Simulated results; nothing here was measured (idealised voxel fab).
process module | voxel released beams
cross-section cut | 205 nm wide | cells 5 nm
A cross-section is a grid of square cells, given in bands from the top down. A band is one or more rows of cells.
Each band's line starts with the height of the band's top and of its bottom, in nm. Then come its materials from left to right, each with its width in nm. One material with "throughout" fills the band from edge to edge. "air" is empty space.
Height 0 is the level under which the wafer as received is all one material. The lowest band goes on downwards, as in "0 down".
A width such as "30 to 40" changes by the same amount from each row of cells to the next, from the band's top row to its bottom row.
"no change" after a step means that no cell of the cross-section changed.
closed voids: empty space of 8 cells or more with no open way to the top, each as width x height at its distance from the left edge, in nm
after a step's settings: what the simulator itself notes on the step
overlay nm, on a step with a mask: how far to the right of its planned place the mask lay; to the left if negative
plan
1 op RECEIVE | material Si
2 op CONFORMAL_DEP | material SiN | thk nm 10
3 op DIRECTIONAL_DEP | material SiO2 | thk nm 15
4 op MASKED_ETCH | tone open | mask id ANCHOR | width nm 45 | etch materials SiO2 | depth nm 15 | overlay nm 0
5 op CONFORMAL_DEP | material TiN | thk nm 15
6 op MASKED_ETCH | tone cover | mask id BEAM | width nm 95 | etch materials TiN | depth nm 15 | overlay nm 0
7 op STRIP | etch materials SiO2
as received, after step 1
  0 down: Si throughout
  closed voids: none
first wafer at the end, as planned
  40 to 25: air 50 | TiN 20 | air 15 | TiN 60 | air 60
  25 to 10: air 55 | TiN 45 | air 105
  10 to 0: SiN throughout
  0 down: Si throughout
  closed voids: none
second wafer at the end: like start, like plan, one mistake
  40 to 25: air 50 | TiN 15 | air 25 | TiN 55 | air 60
  25 to 10: air 50 | TiN 55 | air 100
  10 to 0: SiN throughout
  0 down: Si throughout
  closed voids: none
what went wrong: step 4 ran as: op MASKED_ETCH | tone open | mask id ANCHOR | width nm 55 | etch materials SiO2 | depth nm 15 | overlay nm 0
at the end the second wafer has, in cells: as many of each material as the first, in other places
